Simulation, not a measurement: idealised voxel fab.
This section sets out a process module, namely voxel gate over fins.
The cross-section on display is named cut; it measures 205 nm wide, and its cells are 5 nm squares.
Cross-section layout: square cells on a grid; listed as bands, top to bottom; a band spans one or more cell rows. The band entry comprises the height of the band's top followed by the height of its bottom, expressed in nm, and subsequently the band's materials from left to right, each stated together with its width in nm. Where a single material is marked with the word "full width", that material fills the band from edge to edge. The word "air" represents empty space. Heights are expressed relative to 0, this being the level below which the as-received wafer comprises one material exclusively. The lowest band is unbounded in the downward direction and is denoted as in "top 0, no bottom". Quick explanation for "30..40": the width changes in equal steps down the rows of cells, from the first number in the band's top row to the second number in its bottom row. Reading "remains unaltered" for a step: not a cell of the cross-section changed in it. This entry, "Unvented cavities", enumerates those empty regions of no fewer than 8 cells that possess no open connection to the top. Each region is reported in the form width x height at distance, the distance being taken from the left edge, with all three quantities expressed in nm. It should be noted that, on the line of a given step, the content following the step's settings is a remark produced by the simulator itself with respect to that step. overlay nm: step with mask; distance mask lay right of planned place; negative value = left of planned place.

Steps planned for the process:
- 1: RECEIVE with material Si
- 2: CONFORMAL_DEP with material SiN, thk nm 10
- 3: PATTERN with tone cover, mask id FINS, material resist, width nm 15, pitch nm 45, thk nm 20, overlay nm 0
- 4: DIRECTIONAL_ETCH with etch materials SiN, depth nm 10
- 5: DIRECTIONAL_ETCH with etch materials Si, depth nm 35
- 6: STRIP with etch materials resist
- 7: FILL_DEP with material SiO2, thk nm 10
- 8: CMP with height nm 10
- 9: SELECTIVE_ETCH with etch materials SiO2, depth nm 20
- 10: STRIP with etch materials SiN
- 11: CONFORMAL_DEP with material HfO2, thk nm 5
- 12: CONFORMAL_DEP with material TiN, thk nm 5
- 13: FILL_DEP with material W, thk nm 15
- 14: CMP with height nm 20
- 15: CONFORMAL_DEP with material SiCN, thk nm 10

Cross-sectional view of the wafer in its as-received condition, corresponding to the state after step 1:
	top 0, no bottom = Si full width
	Unvented cavities: none

End-of-module cross-section of the first of two wafers, processed as planned:
	top 30, bottom 20 = SiCN full width
	top 20, bottom 10 = W full width
	top 10, bottom 5 = W: 15, TiN: 35, W: 10, TiN: 35, W: 10, TiN: 35, W: 10, TiN: 35, W: 20
	top 5, bottom 0 = W: 15, TiN: 5, HfO2: 25, TiN: 5, W: 10, TiN: 5, HfO2: 25, TiN: 5, W: 10, TiN: 5, HfO2: 25, TiN: 5, W: 10, TiN: 5, HfO2: 25, TiN: 5, W: 20
	top 0, bottom -5 = TiN: 20, HfO2: 5, Si: 15, HfO2: 5, TiN: 20, HfO2: 5, Si: 15, HfO2: 5, TiN: 20, HfO2: 5, Si: 15, HfO2: 5, TiN: 20, HfO2: 5, Si: 15, HfO2: 5, TiN: 25
	top -5, bottom -10 = HfO2: 25, Si: 15, HfO2: 30, Si: 15, HfO2: 30, Si: 15, HfO2: 30, Si: 15, HfO2: 30
	top -10, bottom -35 = SiO2: 25, Si: 15, SiO2: 30, Si: 15, SiO2: 30, Si: 15, SiO2: 30, Si: 15, SiO2: 30
	top -35, no bottom = Si full width
	Unvented cavities: none

Cross-sectional view of the second of two wafers upon completion of the module. This wafer shared its starting condition and process plan with the first; one error was made during its execution:
	top 30, bottom 20 = SiCN full width
	top 20, bottom 5 = W full width
	top 5, bottom 0 = W: 20, TiN: 25, W: 20, TiN: 25, W: 20, TiN: 25, W: 20, TiN: 25, W: 25
	top 0, bottom -5 = W: 20, TiN: 5, Si: 15, TiN: 5, W: 20, TiN: 5, Si: 15, TiN: 5, W: 20, TiN: 5, Si: 15, TiN: 5, W: 20, TiN: 5, Si: 15, TiN: 5, W: 25
	top -5, bottom -10 = TiN: 25, Si: 15, TiN: 30, Si: 15, TiN: 30, Si: 15, TiN: 30, Si: 15, TiN: 30
	top -10, bottom -35 = SiO2: 25, Si: 15, SiO2: 30, Si: 15, SiO2: 30, Si: 15, SiO2: 30, Si: 15, SiO2: 30
	top -35, no bottom = Si full width
	Unvented cavities: none
Misprocessing identified: plan step 11 never ran because it was skipped
Final tally in cells, some materials are higher or lower on the second wafer than on the first: -57 HfO2, +57 W
